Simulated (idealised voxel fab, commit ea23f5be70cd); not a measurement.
The name of this process module is voxel self aligned contacts.
Section shown: cut. Width: 245 nm. Cell size: 5 nm, square.
Cross-section layout: square cells on a grid; listed as bands, top to bottom; a band spans one or more cell rows. A band entry consists of two parts. The first gives the height of the band's top and the height of its bottom, in nm. The rest lists the band's materials from left to right, each with its width in nm. A single material labelled with the word "everywhere" fills the band from edge to edge, and the word "blank" marks empty space. Beneath 0, the wafer as received is one material, and that level is where height counting begins. The lowest band goes on downward without a bottom; it is written like "from 0 down". It should be noted that a width expressed as "30..40" varies in equal increments from row to row of cells within the band, taking the value of the first number at the top row and that of the second number at the bottom row. "remains unaltered" (step): cross-section cells unchanged, all of them. Under "Closed void entries" you'll find the enclosed gaps, the ones with no way out to the top, that are 8 cells or bigger; each reads width x height at distance, with distance counted from the left edge, everything in nm. If you see something after the settings on a step's line, that's the simulator's own remark about that step. When a step includes a mask, the "overlay nm" setting on its line states how far to the right of its planned place that mask lay, and negative values state how far to the left.
The process steps that were planned are listed below:
1,RECEIVE | material Si
2,OXIDIZE | depth nm 5
3,DIRECTIONAL_DEP | material polySi | thk nm 25
4,DIRECTIONAL_DEP | material SiN | thk nm 15
5,DIRECTIONAL_DEP | material aC | thk nm 15
6,PATTERN | tone cover | mask id GATE | material resist | width nm 35 | pitch nm 70 | thk nm 35 | overlay nm 0
7,DIRECTIONAL_ETCH | etch materials aC | depth nm 15
8,STRIP | etch materials resist
9,DIRECTIONAL_ETCH | etch materials SiN | depth nm 15
10,DIRECTIONAL_ETCH | etch materials polySi | depth nm 25
11,STRIP | etch materials aC
12,CONFORMAL_DEP | material SiN | thk nm 5
13,DIRECTIONAL_ETCH | etch materials SiN | depth nm 5
14,FILL_DEP | material SiO2 | thk nm 10
15,CMP | height nm 45
16,PATTERN | tone open | mask id CONTACT | material resist | width nm 55 | thk nm 15 | overlay nm 0
17,DIRECTIONAL_ETCH | etch materials SiO2 | depth nm 50
18,STRIP | etch materials resist
19,CONFORMAL_DEP | material TiN | thk nm 5
20,FILL_DEP | material W | thk nm 10
21,CMP | height nm 45
22,CONFORMAL_DEP | material SiN | thk nm 5
Of two wafers, the first: run according to plan:
As-received state of the wafer in cross-section, equivalent to post-step 1:
> from 0 down: Si everywhere
> Closed void entries: none
The wafer, seen in cross-section, after step 2:
> from 0 to -5: SiO2 everywhere
> For the remainder of the cross-section, below -5, there is no change.
The wafer, seen in cross-section, after step 3:
> from 25 to 0: polySi everywhere
> For the remainder of the cross-section, below 0, there is no change.
The wafer, seen in cross-section, after step 4:
> from 40 to 25: SiN everywhere
> For the remainder of the cross-section, below 25, there is no change.
The wafer, seen in cross-section, after step 5:
> from 55 to 40: aC everywhere
> For the remainder of the cross-section, below 40, there is no change.
The wafer, seen in cross-section, after step 6:
> from 90 to 55: blank 70, then resist 35, then blank 35, then resist 35, then blank 70
> For the remainder of the cross-section, below 55, there is no change.
The wafer, seen in cross-section, after step 7:
> from 75 to 55: blank 70, then resist 35, then blank 35, then resist 35, then blank 70
> from 55 to 40: blank 70, then aC 35, then blank 35, then aC 35, then blank 70
> For the remainder of the cross-section, below 40, there is no change.
The wafer, seen in cross-section, after step 8:
> from 55 to 40: blank 70, then aC 35, then blank 35, then aC 35, then blank 70
> For the remainder of the cross-section, below 40, there is no change.
The wafer, seen in cross-section, after step 9:
> from 55 to 40: blank 70, then aC 35, then blank 35, then aC 35, then blank 70
> from 40 to 25: blank 70, then SiN 35, then blank 35, then SiN 35, then blank 70
> For the remainder of the cross-section, below 25, there is no change.
The wafer, seen in cross-section, after step 10:
> from 55 to 40: blank 70, then aC 35, then blank 35, then aC 35, then blank 70
> from 40 to 25: blank 70, then SiN 35, then blank 35, then SiN 35, then blank 70
> from 25 to 0: blank 70, then polySi 35, then blank 35, then polySi 35, then blank 70
> For the remainder of the cross-section, below 0, there is no change.
The wafer, seen in cross-section, after step 11:
> from 40 to 25: blank 70, then SiN 35, then blank 35, then SiN 35, then blank 70
> For the remainder of the cross-section, below 25, there is no change.
The wafer, seen in cross-section, after step 12:
> from 45 to 25: blank 65, then SiN 45, then blank 25, then SiN 45, then blank 65
> from 25 to 5: blank 65, then SiN 5, then polySi 35, then SiN 5, then blank 25, then SiN 5, then polySi 35, then SiN 5, then blank 65
> from 5 to 0: SiN 70, then polySi 35, then SiN 35, then polySi 35, then SiN 70
> For the remainder of the cross-section, below 0, there is no change.
The wafer, seen in cross-section, after step 13:
> from 40 to 25: blank 65, then SiN 45, then blank 25, then SiN 45, then blank 65
> from 25 to 0: blank 65, then SiN 5, then polySi 35, then SiN 5, then blank 25, then SiN 5, then polySi 35, then SiN 5, then blank 65
> For the remainder of the cross-section, below 0, there is no change.
The wafer, seen in cross-section, after step 14:
> from 50 to 40: SiO2 everywhere
> from 40 to 25: SiO2 65, then SiN 45, then SiO2 25, then SiN 45, then SiO2 65
> from 25 to 0: SiO2 65, then SiN 5, then polySi 35, then SiN 5, then SiO2 25, then SiN 5, then polySi 35, then SiN 5, then SiO2 65
> For the remainder of the cross-section, below 0, there is no change.
The wafer, seen in cross-section, after step 15:
> from 45 to 40: SiO2 everywhere
> For the remainder of the cross-section, below 40, there is no change.
The wafer, seen in cross-section, after step 16:
> from 60 to 45: resist 95, then blank 55, then resist 95
> For the remainder of the cross-section, below 45, there is no change.
The wafer, seen in cross-section, after step 17:
> from 60 to 45: resist 95, then blank 55, then resist 95
> from 45 to 40: SiO2 95, then blank 55, then SiO2 95
> from 40 to 25: SiO2 65, then SiN 45, then blank 25, then SiN 45, then SiO2 65
> from 25 to 0: SiO2 65, then SiN 5, then polySi 35, then SiN 5, then blank 25, then SiN 5, then polySi 35, then SiN 5, then SiO2 65
> from 0 to -5: SiO2 110, then blank 25, then SiO2 110
> For the remainder of the cross-section, below -5, there is no change.
The wafer, seen in cross-section, after step 18:
> from 45 to 40: SiO2 95, then blank 55, then SiO2 95
> For the remainder of the cross-section, below 40, there is no change.
The wafer, seen in cross-section, after step 19:
> from 50 to 45: TiN 100, then blank 45, then TiN 100
> from 45 to 40: SiO2 95, then TiN 20, then blank 15, then TiN 20, then SiO2 95
> from 40 to 25: SiO2 65, then SiN 45, then TiN 5, then blank 15, then TiN 5, then SiN 45, then SiO2 65
> from 25 to 0: SiO2 65, then SiN 5, then polySi 35, then SiN 5, then TiN 5, then blank 15, then TiN 5, then SiN 5, then polySi 35, then SiN 5, then SiO2 65
> from 0 to -5: SiO2 110, then TiN 25, then SiO2 110
> For the remainder of the cross-section, below -5, there is no change.
The wafer, seen in cross-section, after step 20:
> from 60 to 50: W everywhere
> from 50 to 45: TiN 100, then W 45, then TiN 100
> from 45 to 40: SiO2 95, then TiN 20, then W 15, then TiN 20, then SiO2 95
> from 40 to 25: SiO2 65, then SiN 45, then TiN 5, then W 15, then TiN 5, then SiN 45, then SiO2 65
> from 25 to 0: SiO2 65, then SiN 5, then polySi 35, then SiN 5, then TiN 5, then W 15, then TiN 5, then SiN 5, then polySi 35, then SiN 5, then SiO2 65
> For the remainder of the cross-section, below 0, there is no change.
The wafer, seen in cross-section, after step 21:
> from 45 to 40: SiO2 95, then TiN 20, then W 15, then TiN 20, then SiO2 95
> For the remainder of the cross-section, below 40, there is no change.
The wafer, seen in cross-section, after step 22:
> from 50 to 45: SiN everywhere
> For the remainder of the cross-section, below 45, there is no change.
Wafer two: like wafer one in start and plan, but with one mistake in execution; identical up to and including step 2:
Cross-section of the second wafer corresponding to the planned conclusion of step 3:
> from 15 to 0: SiN everywhere
> For the remainder of the cross-section, below 0, there is no change.
Cross-section of the second wafer corresponding to the planned conclusion of step 4:
> from 40 to 15: polySi everywhere
> For the remainder of the cross-section, below 15, there is no change.
Cross-section of the second wafer corresponding to the planned conclusion of step 5:
> from 55 to 40: aC everywhere
> For the remainder of the cross-section, below 40, there is no change.
Cross-section of the second wafer corresponding to the planned conclusion of step 6:
> from 90 to 55: blank 70, then resist 35, then blank 35, then resist 35, then blank 70
> For the remainder of the cross-section, below 55, there is no change.
Cross-section of the second wafer corresponding to the planned conclusion of step 7:
> from 75 to 55: blank 70, then resist 35, then blank 35, then resist 35, then blank 70
> from 55 to 40: blank 70, then aC 35, then blank 35, then aC 35, then blank 70
> For the remainder of the cross-section, below 40, there is no change.
Cross-section of the second wafer corresponding to the planned conclusion of step 8:
> from 55 to 40: blank 70, then aC 35, then blank 35, then aC 35, then blank 70
> For the remainder of the cross-section, below 40, there is no change.
Cross-section of the second wafer corresponding to the planned conclusion of step 9: remains unaltered
Cross-section of the second wafer corresponding to the planned conclusion of step 10:
> from 55 to 40: blank 70, then aC 35, then blank 35, then aC 35, then blank 70
> from 40 to 15: blank 70, then polySi 35, then blank 35, then polySi 35, then blank 70
> For the remainder of the cross-section, below 15, there is no change.
Cross-section of the second wafer corresponding to the planned conclusion of step 11:
> from 40 to 15: blank 70, then polySi 35, then blank 35, then polySi 35, then blank 70
> For the remainder of the cross-section, below 15, there is no change.
Cross-section of the second wafer corresponding to the planned conclusion of step 12:
> from 45 to 40: blank 65, then SiN 45, then blank 25, then SiN 45, then blank 65
> from 40 to 20: blank 65, then SiN 5, then polySi 35, then SiN 5, then blank 25, then SiN 5, then polySi 35, then SiN 5, then blank 65
> from 20 to 15: SiN 70, then polySi 35, then SiN 35, then polySi 35, then SiN 70
> For the remainder of the cross-section, below 15, there is no change.
Cross-section of the second wafer corresponding to the planned conclusion of step 13:
> from 40 to 15: blank 65, then SiN 5, then polySi 35, then SiN 5, then blank 25, then SiN 5, then polySi 35, then SiN 5, then blank 65
> For the remainder of the cross-section, below 15, there is no change.
Cross-section of the second wafer corresponding to the planned conclusion of step 14:
> from 50 to 40: SiO2 everywhere
> from 40 to 15: SiO2 65, then SiN 5, then polySi 35, then SiN 5, then SiO2 25, then SiN 5, then polySi 35, then SiN 5, then SiO2 65
> For the remainder of the cross-section, below 15, there is no change.
Cross-section of the second wafer corresponding to the planned conclusion of step 15:
> from 45 to 40: SiO2 everywhere
> For the remainder of the cross-section, below 40, there is no change.
Cross-section of the second wafer corresponding to the planned conclusion of step 16:
> from 60 to 45: resist 95, then blank 55, then resist 95
> For the remainder of the cross-section, below 45, there is no change.
Cross-section of the second wafer corresponding to the planned conclusion of step 17:
> from 60 to 45: resist 95, then blank 55, then resist 95
> from 45 to 40: SiO2 95, then blank 55, then SiO2 95
> from 40 to 15: SiO2 65, then SiN 5, then polySi 35, then SiN 5, then blank 25, then SiN 5, then polySi 35, then SiN 5, then SiO2 65
> For the remainder of the cross-section, below 15, there is no change.
Cross-section of the second wafer corresponding to the planned conclusion of step 18:
> from 45 to 40: SiO2 95, then blank 55, then SiO2 95
> For the remainder of the cross-section, below 40, there is no change.
Cross-section of the second wafer corresponding to the planned conclusion of step 19:
> from 50 to 45: TiN 100, then blank 45, then TiN 100
> from 45 to 40: SiO2 95, then TiN 20, then blank 15, then TiN 20, then SiO2 95
> from 40 to 20: SiO2 65, then SiN 5, then polySi 35, then SiN 5, then TiN 5, then blank 15, then TiN 5, then SiN 5, then polySi 35, then SiN 5, then SiO2 65
> from 20 to 15: SiO2 65, then SiN 5, then polySi 35, then SiN 5, then TiN 25, then SiN 5, then polySi 35, then SiN 5, then SiO2 65
> For the remainder of the cross-section, below 15, there is no change.
Cross-section of the second wafer corresponding to the planned conclusion of step 20:
> from 60 to 50: W everywhere
> from 50 to 45: TiN 100, then W 45, then TiN 100
> from 45 to 40: SiO2 95, then TiN 20, then W 15, then TiN 20, then SiO2 95
> from 40 to 20: SiO2 65, then SiN 5, then polySi 35, then SiN 5, then TiN 5, then W 15, then TiN 5, then SiN 5, then polySi 35, then SiN 5, then SiO2 65
> For the remainder of the cross-section, below 20, there is no change.
Cross-section of the second wafer corresponding to the planned conclusion of step 21:
> from 45 to 40: SiO2 95, then TiN 20, then W 15, then TiN 20, then SiO2 95
> For the remainder of the cross-section, below 40, there is no change.
Cross-section of the second wafer corresponding to the planned conclusion of step 22:
> from 50 to 45: SiN everywhere
> For the remainder of the cross-section, below 45, there is no change.
What was the processing mistake? steps 3 and 4 traded places in the executed sequence
Wrapping up, a cell-based count of both wafers puts the second over or under the first for these materials: 93 more of SiN, 73 fewer of SiO2, 8 fewer of TiN, 12 fewer of W
